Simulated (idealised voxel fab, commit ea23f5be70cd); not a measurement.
process module | voxel self aligned vias
cross-section cut | 220 nm wide | cells 5 nm
A cross-section is a grid of square cells, given in bands from the top down. A band is one or more rows of cells.
Each band's line starts with the height of the band's top and of its bottom, in nm. Then come its materials from left to right, each with its width in nm. One material with "throughout" fills the band from edge to edge. "air" is empty space.
Height 0 is the level under which the wafer as received is all one material. The lowest band goes on downwards, as in "0 down".
A width such as "30 to 40" changes by the same amount from each row of cells to the next, from the band's top row to its bottom row.
"no change" after a step means that no cell of the cross-section changed.
closed voids: empty space of 8 cells or more with no open way to the top, each as width x height at its distance from the left edge, in nm
after a step's settings: what the simulator itself notes on the step
overlay nm, on a step with a mask: how far to the right of its planned place the mask lay; to the left if negative
plan
1 op RECEIVE | material Si
2 op CONFORMAL_DEP | material SiO2 | thk nm 10
3 op CONFORMAL_DEP | material SiCN | thk nm 5
4 op DIRECTIONAL_DEP | material SiO2 | thk nm 20
5 op MASKED_ETCH | tone open | mask id LINES | width nm 15 | pitch nm 60 | etch materials SiO2 | depth nm 20 | overlay nm 0
6 op CONFORMAL_DEP | material TiN | thk nm 5
7 op FILL_DEP | material W | thk nm 5
8 op CMP | height nm 35
9 op SELECTIVE_ETCH | etch materials W Ru TiN | depth nm 10
10 op FILL_DEP | material SiN | thk nm 5
11 op CMP | height nm 35
12 op DIRECTIONAL_DEP | material SiO2 | thk nm 15
13 op DIRECTIONAL_DEP | material aC | thk nm 15
14 op PATTERN | tone open | mask id VIAS | material resist | width nm 40 | pitch nm 120 | thk nm 30 | overlay nm 0
15 op DIRECTIONAL_ETCH | etch materials aC | depth nm 15
16 op STRIP | etch materials resist
17 op DIRECTIONAL_ETCH | etch materials SiO2 | depth nm 15
18 op DIRECTIONAL_ETCH | etch materials SiN | depth nm 10
19 op STRIP | etch materials aC
20 op CONFORMAL_DEP | material TiN | thk nm 5
21 op FILL_DEP | material W | thk nm 5
22 op CMP | height nm 50
23 op CONFORMAL_DEP | material SiCN | thk nm 5
varied across the wafers: width nm of step 5. The plan shows the first wafer's value. All wafers start alike
first wafer as received, after step 1
  0 down: Si throughout
  closed voids: none
first wafer at the end, after step 23
  55 to 50: SiCN throughout
  50 to 40: SiO2 30 | TiN 5 | W 30 | TiN 5 | SiO2 80 | TiN 5 | W 30 | TiN 5 | SiO2 30
  40 to 35: SiO2 30 | TiN 20 | W 5 | TiN 15 | SiO2 80 | TiN 20 | W 5 | TiN 15 | SiO2 30
  35 to 30: SiO2 45 | TiN 5 | W 5 | TiN 5 | SiO2 45 | SiN 15 | SiO2 45 | TiN 5 | W 5 | TiN 5 | SiO2 40
  30 to 25: SiO2 45 | TiN 15 | SiO2 45 | SiN 15 | SiO2 45 | TiN 15 | SiO2 40
  25 to 20: SiO2 45 | TiN 5 | W 5 | TiN 5 | SiO2 45 | TiN 5 | W 5 | TiN 5 | SiO2 45 | TiN 5 | W 5 | TiN 5 | SiO2 40
  20 to 15: SiO2 45 | TiN 15 | SiO2 45 | TiN 15 | SiO2 45 | TiN 15 | SiO2 40
  15 to 10: SiCN throughout
  10 to 0: SiO2 throughout
  0 down: Si throughout
  closed voids: none
last wafer at the end
  55 to 50: SiCN throughout
  50 to 40: SiO2 30 | TiN 5 | W 30 | TiN 5 | SiO2 80 | TiN 5 | W 30 | TiN 5 | SiO2 30
  40 to 35: SiO2 30 | TiN 10 | W 25 | TiN 5 | SiO2 80 | TiN 10 | W 25 | TiN 5 | SiO2 30
  35 to 30: SiO2 35 | TiN 5 | W 25 | TiN 5 | SiO2 25 | SiN 35 | SiO2 25 | TiN 5 | W 25 | TiN 5 | SiO2 30
  30 to 25: SiO2 35 | TiN 35 | SiO2 25 | SiN 35 | SiO2 25 | TiN 35 | SiO2 30
  25 to 20: SiO2 35 | TiN 5 | W 25 | TiN 5 | SiO2 25 | TiN 5 | W 25 | TiN 5 | SiO2 25 | TiN 5 | W 25 | TiN 5 | SiO2 30
  20 to 15: SiO2 35 | TiN 35 | SiO2 25 | TiN 35 | SiO2 25 | TiN 35 | SiO2 30
  15 to 10: SiCN throughout
  10 to 0: SiO2 throughout
  0 down: Si throughout
  closed voids: none
each wafer at the end: cells of each material gained (+) or lost (-) since it was received, then its closed voids
width nm 15 | +88 SiCN | +6 SiN | +312 SiO2 | +47 TiN | +31 W | closed voids: none
width nm 20 | +88 SiCN | +8 SiN | +300 SiO2 | +50 TiN | +38 W | closed voids: none
width nm 25 | +88 SiCN | +10 SiN | +288 SiO2 | +53 TiN | +45 W | closed voids: none
width nm 30 | +88 SiCN | +12 SiN | +276 SiO2 | +56 TiN | +52 W | closed voids: none
width nm 35 | +88 SiCN | +14 SiN | +264 SiO2 | +59 TiN | +59 W | closed voids: none
